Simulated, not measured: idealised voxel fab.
process module | voxel trench capacitor
cross-section cut | 210 nm wide | cells 5 nm
A cross-section is a grid of square cells, given in bands from the top down. A band is one or more rows of cells.
Each band's line starts with the height of the band's top and of its bottom, in nm. Then come its materials from left to right, each with its width in nm. One material with "throughout" fills the band from edge to edge. "air" is empty space.
Height 0 is the level under which the wafer as received is all one material. The lowest band goes on downwards, as in "0 down".
A width such as "30 to 40" changes by the same amount from each row of cells to the next, from the band's top row to its bottom row.
"no change" after a step means that no cell of the cross-section changed.
closed voids: empty space of 8 cells or more with no open way to the top, each as width x height at its distance from the left edge, in nm
after a step's settings: what the simulator itself notes on the step
overlay nm, on a step with a mask: how far to the right of its planned place the mask lay; to the left if negative
plan
1 op RECEIVE | material Si
2 op CONFORMAL_DEP | material SiN | thk nm 10
3 op DIRECTIONAL_DEP | material aC | thk nm 10
4 op PATTERN | tone open | mask id TRENCH | material resist | width nm 25 | pitch nm 50 | thk nm 25 | overlay nm 0
5 op DIRECTIONAL_ETCH | etch materials aC | depth nm 10
6 op STRIP | etch materials resist
7 op DIRECTIONAL_ETCH | etch materials SiN | depth nm 10
8 op DIRECTIONAL_ETCH | etch materials Si | depth nm 30
9 op STRIP | etch materials aC
10 op CONFORMAL_DEP | material SiO2 | thk nm 5
11 op FILL_DEP | material polySi | thk nm 5
12 op CMP | height nm 10
as received, after step 1
  0 down: Si throughout
  closed voids: none
a wafer at the end: this start, this plan, one mistake
  10 to 0: SiN 20 | SiO2 5 | polySi 10 | SiO2 5 | SiN 30 | SiO2 5 | polySi 10 | SiO2 5 | SiN 30 | SiO2 5 | polySi 10 | SiO2 5 | SiN 30 | SiO2 5 | polySi 10 | SiO2 5 | SiN 20
  0 to -25: Si 20 | SiO2 5 | polySi 10 | SiO2 5 | Si 30 | SiO2 5 | polySi 10 | SiO2 5 | Si 30 | SiO2 5 | polySi 10 | SiO2 5 | Si 30 | SiO2 5 | polySi 10 | SiO2 5 | Si 20
  -25 to -30: Si 20 | SiO2 20 | Si 30 | SiO2 20 | Si 30 | SiO2 20 | Si 30 | SiO2 20 | Si 20
  -30 down: Si throughout
  closed voids: none
what went wrong: step 4 ran as: op PATTERN | tone open | mask id TRENCH | material resist | width nm 20 | pitch nm 50 | thk nm 25 | overlay nm 0
